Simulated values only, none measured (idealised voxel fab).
process module | voxel plated lines
cross-section cut | 260 nm wide | cells 5 nm
A cross-section is a grid of square cells, given in bands from the top down. A band is one or more rows of cells.
Each band's line starts with the height of the band's top and of its bottom, in nm. Then come its materials from left to right, each with its width in nm. One material with "throughout" fills the band from edge to edge. "air" is empty space.
Height 0 is the level under which the wafer as received is all one material. The lowest band goes on downwards, as in "0 down".
A width such as "30 to 40" changes by the same amount from each row of cells to the next, from the band's top row to its bottom row.
"no change" after a step means that no cell of the cross-section changed.
closed voids: empty space of 8 cells or more with no open way to the top, each as width x height at its distance from the left edge, in nm
after a step's settings: what the simulator itself notes on the step
overlay nm, on a step with a mask: how far to the right of its planned place the mask lay; to the left if negative
plan
1 op RECEIVE | material Si
2 op CONFORMAL_DEP | material SiO2 | thk nm 15
3 op DIRECTIONAL_DEP | material TiN | thk nm 5
4 op PATTERN | tone open | mask id LINES | material resist | width nm 20 | pitch nm 35 | thk nm 40 | overlay nm 0
5 op EPI | material Ru | thk nm 10
6 op EPI | material Ru | thk nm 5
7 op EPI | material Ru | thk nm 10
8 op STRIP | etch materials resist
9 op DIRECTIONAL_ETCH | etch materials TiN | depth nm 5
10 op CONFORMAL_DEP | material SiN | thk nm 10
as received, after step 1
  0 down: Si throughout
  closed voids: none
a wafer at the end: this start, this plan, one mistake
  55 to 45: air 60 | SiN 140 | air 60
  45 to 25: air 60 | SiN 10 | Ru 15 | SiN 20 | Ru 15 | SiN 20 | Ru 15 | SiN 20 | Ru 15 | SiN 10 | air 60
  25 to 20: SiN 70 | Ru 15 | SiN 20 | Ru 15 | SiN 20 | Ru 15 | SiN 20 | Ru 15 | SiN 70
  20 to 15: SiN 70 | TiN 15 | SiN 20 | TiN 15 | SiN 20 | TiN 15 | SiN 20 | TiN 15 | SiN 70
  15 to 0: SiO2 throughout
  0 down: Si throughout
  closed voids: none
what went wrong: step 4 ran as: op PATTERN | tone open | mask id LINES | material resist | width nm 15 | pitch nm 35 | thk nm 40 | overlay nm 0
